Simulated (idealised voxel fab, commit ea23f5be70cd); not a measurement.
process module | voxel lift off
cross-section cut | 195 nm wide | cells 5 nm
A cross-section is a grid of square cells, given in bands from the top down. A band is one or more rows of cells.
Each band's line starts with the height of the band's top and of its bottom, in nm. Then come its materials from left to right, each with its width in nm. One material with "throughout" fills the band from edge to edge. "air" is empty space.
Height 0 is the level under which the wafer as received is all one material. The lowest band goes on downwards, as in "0 down".
A width such as "30 to 40" changes by the same amount from each row of cells to the next, from the band's top row to its bottom row.
"no change" after a step means that no cell of the cross-section changed.
closed voids: empty space of 8 cells or more with no open way to the top, each as width x height at its distance from the left edge, in nm
after a step's settings: what the simulator itself notes on the step
overlay nm, on a step with a mask: how far to the right of its planned place the mask lay; to the left if negative
plan
1 op RECEIVE | material Si
2 op CONFORMAL_DEP | material SiO2 | thk nm 10
3 op PATTERN | tone open | mask id LINES | material resist | width nm 20 | pitch nm 40 | thk nm 25 | overlay nm 0
4 op DIRECTIONAL_DEP | material Ru | thk nm 15
5 op STRIP | etch materials resist
6 op CONFORMAL_DEP | material SiO2 | thk nm 10
as received, after step 1
  0 down: Si throughout
  closed voids: none
a wafer at the end: this start, this plan, one mistake
  25 to 10: air 65 | Ru 20 | air 20 | Ru 20 | air 70
  10 to 0: SiO2 throughout
  0 down: Si throughout
  closed voids: none
what went wrong: step 6 was left out
